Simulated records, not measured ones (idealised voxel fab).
Name of the process module below: voxel capacitor over wiring
The cross-section shown here is cut; it is 285 nm wide and divided into square cells measuring 5 nm on a side.
Cross-section format: a grid of square cells, given as bands from top to bottom; each band is one or more rows of cells.
Basically the band line says how high the top is and how high the bottom is, in nm, and then what's in it from left to right, every material with its width in nm. Empty space shows up as "blank", and if a single material carries "everywhere" it runs the full band edge to edge.
Beneath 0, the wafer as received is one material, and that level is where height counting begins. The lowest band goes on downward without a bottom; it is written like "0 down".
A width such as "30->40" changes by the same amount from each row of cells to the next, from the band's top row to its bottom row.
No cell of the cross-section changed in a step that is given as "stayed the same".
You'll see "Closed void listing" listing empty spaces that have no way open to the top, as long as they're 8 cells or more; the notation is width x height at distance, where the distance is from the left edge, and all of it is in nm.
Note: text after step settings on the step line = simulator remark on that step.
A step's line can hold "overlay nm"; with a mask on that step, the setting says how far right of the planned place the mask lay, while a negative setting says it lay to the left.
The following list gives the planned process steps
1: RECEIVE, material Si
2: CONFORMAL_DEP, material SiO2, thk nm 10
3: DIRECTIONAL_DEP, material TiN, thk nm 5
4: DIRECTIONAL_DEP, material Ru, thk nm 15
5: PATTERN, tone cover, mask id METAL_1, material resist, width nm 30, pitch nm 80, thk nm 20, overlay nm 0
6: DIRECTIONAL_ETCH, etch materials Ru, depth nm 15
7: DIRECTIONAL_ETCH, etch materials TiN, depth nm 5
8: STRIP, etch materials resist
9: CONFORMAL_DEP, material SiN, thk nm 5
10: FILL_DEP, material lowk, thk nm 5
11: CMP, height nm 30
12: CONFORMAL_DEP, material SiCN, thk nm 5
13: DIRECTIONAL_DEP, material SiO2, thk nm 10
14: MASKED_ETCH, tone open, mask id PLUG_1, width nm 15, etch materials SiO2, depth nm 10, overlay nm 0
15: MASKED_ETCH, tone open, mask id PLUG_1, width nm 15, etch materials SiCN, depth nm 5, overlay nm 0
16: EPI, material Ru, thk nm 10
17: EPI, material Ru, thk nm 5
18: DIRECTIONAL_DEP, material TiN, thk nm 10
19: DIRECTIONAL_DEP, material Al2O3, thk nm 5
20: DIRECTIONAL_DEP, material TiN, thk nm 10
21: PATTERN, tone cover, mask id UPPER_PLATE, material resist, width nm 55, thk nm 20, overlay nm 0
22: DIRECTIONAL_ETCH, etch materials TiN, depth nm 10
23: DIRECTIONAL_ETCH, etch materials Al2O3, depth nm 5
24: STRIP, etch materials resist
25: MASKED_ETCH, tone cover, mask id LOWER_PLATE, width nm 65, etch materials TiN, depth nm 10, overlay nm 0
26: FILL_DEP, material SiO2, thk nm 15
27: CMP, height nm 80
28: DIRECTIONAL_DEP, material aC, thk nm 10
29: PATTERN, tone open, mask id PLUG_2, material resist, width nm 15, thk nm 30, overlay nm 0
30: DIRECTIONAL_ETCH, etch materials aC, depth nm 10
31: STRIP, etch materials resist
32: DIRECTIONAL_ETCH, etch materials SiO2, depth nm 10
33: STRIP, etch materials aC
34: CONFORMAL_DEP, material TiN, thk nm 5
35: FILL_DEP, material Ru, thk nm 5
36: CMP, height nm 80
37: CONFORMAL_DEP, material SiCN, thk nm 5
First of the two wafers, run per plan
Incoming wafer in cross-section (state: after step 1)
0 down | Si everywhere
Closed void listing: none
Wafer after step 2 (cross-section)
10 to 0 | SiO2 everywhere
Below a height of 0, the structure has not been altered.
Wafer after step 3 (cross-section)
15 to 10 | TiN everywhere
Below a height of 10, the structure has not been altered.
Wafer after step 4 (cross-section)
30 to 15 | Ru everywhere
Below a height of 15, the structure has not been altered.
Wafer after step 5 (cross-section)
50 to 30 | blank 85 nm | resist 30 nm | blank 50 nm | resist 30 nm | blank 90 nm
Below a height of 30, the structure has not been altered.
Wafer after step 6 (cross-section)
50 to 30 | blank 85 nm | resist 30 nm | blank 50 nm | resist 30 nm | blank 90 nm
30 to 15 | blank 85 nm | Ru 30 nm | blank 50 nm | Ru 30 nm | blank 90 nm
Below a height of 15, the structure has not been altered.
Wafer after step 7 (cross-section)
50 to 30 | blank 85 nm | resist 30 nm | blank 50 nm | resist 30 nm | blank 90 nm
30 to 15 | blank 85 nm | Ru 30 nm | blank 50 nm | Ru 30 nm | blank 90 nm
15 to 10 | blank 85 nm | TiN 30 nm | blank 50 nm | TiN 30 nm | blank 90 nm
Below a height of 10, the structure has not been altered.
Wafer after step 8 (cross-section)
30 to 15 | blank 85 nm | Ru 30 nm | blank 50 nm | Ru 30 nm | blank 90 nm
Below a height of 15, the structure has not been altered.
Wafer after step 9 (cross-section)
35 to 30 | blank 80 nm | SiN 40 nm | blank 40 nm | SiN 40 nm | blank 85 nm
30 to 15 | blank 80 nm | SiN 5 nm | Ru 30 nm | SiN 5 nm | blank 40 nm | SiN 5 nm | Ru 30 nm | SiN 5 nm | blank 85 nm
15 to 10 | SiN 85 nm | TiN 30 nm | SiN 50 nm | TiN 30 nm | SiN 90 nm
Below a height of 10, the structure has not been altered.
Wafer after step 10 (cross-section)
40 to 35 | lowk everywhere
35 to 30 | lowk 80 nm | SiN 40 nm | lowk 40 nm | SiN 40 nm | lowk 85 nm
30 to 15 | lowk 80 nm | SiN 5 nm | Ru 30 nm | SiN 5 nm | lowk 40 nm | SiN 5 nm | Ru 30 nm | SiN 5 nm | lowk 85 nm
Below a height of 15, the structure has not been altered.
Wafer after step 11 (cross-section)
30 to 15 | lowk 80 nm | SiN 5 nm | Ru 30 nm | SiN 5 nm | lowk 40 nm | SiN 5 nm | Ru 30 nm | SiN 5 nm | lowk 85 nm
Below a height of 15, the structure has not been altered.
Wafer after step 12 (cross-section)
35 to 30 | SiCN everywhere
Below a height of 30, the structure has not been altered.
Wafer after step 13 (cross-section)
45 to 35 | SiO2 everywhere
Below a height of 35, the structure has not been altered.
Wafer after step 14 (cross-section)
45 to 35 | SiO2 100 nm | blank 15 nm | SiO2 170 nm
Below a height of 35, the structure has not been altered.
Wafer after step 15 (cross-section)
45 to 35 | SiO2 100 nm | blank 15 nm | SiO2 170 nm
35 to 30 | SiCN 100 nm | blank 15 nm | SiCN 170 nm
Below a height of 30, the structure has not been altered.
Wafer after step 16 (cross-section)
45 to 40 | SiO2 100 nm | blank 15 nm | SiO2 170 nm
40 to 35 | SiO2 100 nm | Ru 15 nm | SiO2 170 nm
35 to 30 | SiCN 100 nm | Ru 15 nm | SiCN 170 nm
Below a height of 30, the structure has not been altered.
Wafer after step 17 (cross-section)
45 to 35 | SiO2 100 nm | Ru 15 nm | SiO2 170 nm
Below a height of 35, the structure has not been altered.
Wafer after step 18 (cross-section)
55 to 45 | TiN everywhere
Below a height of 45, the structure has not been altered.
Wafer after step 19 (cross-section)
60 to 55 | Al2O3 everywhere
Below a height of 55, the structure has not been altered.
Wafer after step 20 (cross-section)
70 to 60 | TiN everywhere
Below a height of 60, the structure has not been altered.
Wafer after step 21 (cross-section)
90 to 70 | blank 100 nm | resist 55 nm | blank 130 nm
Below a height of 70, the structure has not been altered.
Wafer after step 22 (cross-section)
90 to 70 | blank 100 nm | resist 55 nm | blank 130 nm
70 to 60 | blank 100 nm | TiN 55 nm | blank 130 nm
Below a height of 60, the structure has not been altered.
Wafer after step 23 (cross-section)
90 to 70 | blank 100 nm | resist 55 nm | blank 130 nm
70 to 60 | blank 100 nm | TiN 55 nm | blank 130 nm
60 to 55 | blank 100 nm | Al2O3 55 nm | blank 130 nm
Below a height of 55, the structure has not been altered.
Wafer after step 24 (cross-section)
70 to 60 | blank 100 nm | TiN 55 nm | blank 130 nm
Below a height of 60, the structure has not been altered.
Wafer after step 25 (cross-section)
70 to 60 | blank 100 nm | TiN 55 nm | blank 130 nm
60 to 55 | blank 100 nm | Al2O3 55 nm | blank 130 nm
55 to 45 | blank 95 nm | TiN 65 nm | blank 125 nm
Below a height of 45, the structure has not been altered.
Wafer after step 26 (cross-section)
85 to 70 | SiO2 everywhere
70 to 60 | SiO2 100 nm | TiN 55 nm | SiO2 130 nm
60 to 55 | SiO2 100 nm | Al2O3 55 nm | SiO2 130 nm
55 to 45 | SiO2 95 nm | TiN 65 nm | SiO2 125 nm
Below a height of 45, the structure has not been altered.
Wafer after step 27 (cross-section)
80 to 70 | SiO2 everywhere
Below a height of 70, the structure has not been altered.
Wafer after step 28 (cross-section)
90 to 80 | aC everywhere
Below a height of 80, the structure has not been altered.
Wafer after step 29 (cross-section)
120 to 90 | resist 110 nm | blank 15 nm | resist 160 nm
Below a height of 90, the structure has not been altered.
Wafer after step 30 (cross-section)
110 to 90 | resist 110 nm | blank 15 nm | resist 160 nm
90 to 80 | aC 110 nm | blank 15 nm | aC 160 nm
Below a height of 80, the structure has not been altered.
Wafer after step 31 (cross-section)
90 to 80 | aC 110 nm | blank 15 nm | aC 160 nm
Below a height of 80, the structure has not been altered.
Wafer after step 32 (cross-section)
90 to 80 | aC 110 nm | blank 15 nm | aC 160 nm
80 to 70 | SiO2 110 nm | blank 15 nm | SiO2 160 nm
Below a height of 70, the structure has not been altered.
Wafer after step 33 (cross-section)
80 to 70 | SiO2 110 nm | blank 15 nm | SiO2 160 nm
Below a height of 70, the structure has not been altered.
Wafer after step 34 (cross-section)
85 to 80 | TiN 115 nm | blank 5 nm | TiN 165 nm
80 to 75 | SiO2 110 nm | TiN 5 nm | blank 5 nm | TiN 5 nm | SiO2 160 nm
75 to 70 | SiO2 110 nm | TiN 15 nm | SiO2 160 nm
Below a height of 70, the structure has not been altered.
Wafer after step 35 (cross-section)
90 to 85 | Ru everywhere
85 to 80 | TiN 115 nm | Ru 5 nm | TiN 165 nm
80 to 75 | SiO2 110 nm | TiN 5 nm | Ru 5 nm | TiN 5 nm | SiO2 160 nm
Below a height of 75, the structure has not been altered.
Wafer after step 36 (cross-section)
80 to 75 | SiO2 110 nm | TiN 5 nm | Ru 5 nm | TiN 5 nm | SiO2 160 nm
Below a height of 75, the structure has not been altered.
Wafer after step 37 (cross-section)
85 to 80 | SiCN everywhere
Below a height of 80, the structure has not been altered.
Second wafer - shared start and plan with the first - one error in running - same as the first up to step 13 inclusive
Second wafer, cross-section, planned end of step 14
45 to 35 | SiO2 100 nm | blank 20 nm | SiO2 165 nm
Below a height of 35, the structure has not been altered.
Second wafer, cross-section, planned end of step 15
45 to 35 | SiO2 100 nm | blank 20 nm | SiO2 165 nm
35 to 30 | SiCN 100 nm | blank 15 nm | SiCN 170 nm
Below a height of 30, the structure has not been altered.
Second wafer, cross-section, planned end of step 16
45 to 40 | SiO2 100 nm | blank 20 nm | SiO2 165 nm
40 to 35 | SiO2 100 nm | Ru 20 nm | SiO2 165 nm
35 to 30 | SiCN 100 nm | Ru 15 nm | SiCN 170 nm
Below a height of 30, the structure has not been altered.
Second wafer, cross-section, planned end of step 17
45 to 35 | SiO2 100 nm | Ru 20 nm | SiO2 165 nm
Below a height of 35, the structure has not been altered.
Second wafer, cross-section, planned end of step 18
55 to 45 | TiN everywhere
Below a height of 45, the structure has not been altered.
Second wafer, cross-section, planned end of step 19
60 to 55 | Al2O3 everywhere
Below a height of 55, the structure has not been altered.
Second wafer, cross-section, planned end of step 20
70 to 60 | TiN everywhere
Below a height of 60, the structure has not been altered.
Second wafer, cross-section, planned end of step 21
90 to 70 | blank 100 nm | resist 55 nm | blank 130 nm
Below a height of 70, the structure has not been altered.
Second wafer, cross-section, planned end of step 22
90 to 70 | blank 100 nm | resist 55 nm | blank 130 nm
70 to 60 | blank 100 nm | TiN 55 nm | blank 130 nm
Below a height of 60, the structure has not been altered.
Second wafer, cross-section, planned end of step 23
90 to 70 | blank 100 nm | resist 55 nm | blank 130 nm
70 to 60 | blank 100 nm | TiN 55 nm | blank 130 nm
60 to 55 | blank 100 nm | Al2O3 55 nm | blank 130 nm
Below a height of 55, the structure has not been altered.
Second wafer, cross-section, planned end of step 24
70 to 60 | blank 100 nm | TiN 55 nm | blank 130 nm
Below a height of 60, the structure has not been altered.
Second wafer, cross-section, planned end of step 25
70 to 60 | blank 100 nm | TiN 55 nm | blank 130 nm
60 to 55 | blank 100 nm | Al2O3 55 nm | blank 130 nm
55 to 45 | blank 95 nm | TiN 65 nm | blank 125 nm
Below a height of 45, the structure has not been altered.
Second wafer, cross-section, planned end of step 26
85 to 70 | SiO2 everywhere
70 to 60 | SiO2 100 nm | TiN 55 nm | SiO2 130 nm
60 to 55 | SiO2 100 nm | Al2O3 55 nm | SiO2 130 nm
55 to 45 | SiO2 95 nm | TiN 65 nm | SiO2 125 nm
Below a height of 45, the structure has not been altered.
Second wafer, cross-section, planned end of step 27
80 to 70 | SiO2 everywhere
Below a height of 70, the structure has not been altered.
Second wafer, cross-section, planned end of step 28
90 to 80 | aC everywhere
Below a height of 80, the structure has not been altered.
Second wafer, cross-section, planned end of step 29
120 to 90 | resist 110 nm | blank 15 nm | resist 160 nm
Below a height of 90, the structure has not been altered.
Second wafer, cross-section, planned end of step 30
110 to 90 | resist 110 nm | blank 15 nm | resist 160 nm
90 to 80 | aC 110 nm | blank 15 nm | aC 160 nm
Below a height of 80, the structure has not been altered.
Second wafer, cross-section, planned end of step 31
90 to 80 | aC 110 nm | blank 15 nm | aC 160 nm
Below a height of 80, the structure has not been altered.
Second wafer, cross-section, planned end of step 32
90 to 80 | aC 110 nm | blank 15 nm | aC 160 nm
80 to 70 | SiO2 110 nm | blank 15 nm | SiO2 160 nm
Below a height of 70, the structure has not been altered.
Second wafer, cross-section, planned end of step 33
80 to 70 | SiO2 110 nm | blank 15 nm | SiO2 160 nm
Below a height of 70, the structure has not been altered.
Second wafer, cross-section, planned end of step 34
85 to 80 | TiN 115 nm | blank 5 nm | TiN 165 nm
80 to 75 | SiO2 110 nm | TiN 5 nm | blank 5 nm | TiN 5 nm | SiO2 160 nm
75 to 70 | SiO2 110 nm | TiN 15 nm | SiO2 160 nm
Below a height of 70, the structure has not been altered.
Second wafer, cross-section, planned end of step 35
90 to 85 | Ru everywhere
85 to 80 | TiN 115 nm | Ru 5 nm | TiN 165 nm
80 to 75 | SiO2 110 nm | TiN 5 nm | Ru 5 nm | TiN 5 nm | SiO2 160 nm
Below a height of 75, the structure has not been altered.
Second wafer, cross-section, planned end of step 36
80 to 75 | SiO2 110 nm | TiN 5 nm | Ru 5 nm | TiN 5 nm | SiO2 160 nm
Below a height of 75, the structure has not been altered.
Second wafer, cross-section, planned end of step 37
85 to 80 | SiCN everywhere
Below a height of 80, the structure has not been altered.
What went wrong in running the wafer? step 14 was not run as planned; what actually ran was MASKED_ETCH, tone open, mask id PLUG_1, width nm 20, etch materials SiO2, depth nm 10, overlay nm 0
Per the end-of-run cell counts, the second wafer holds more or fewer of some materials than the first: Ru +2 | SiO2 -2
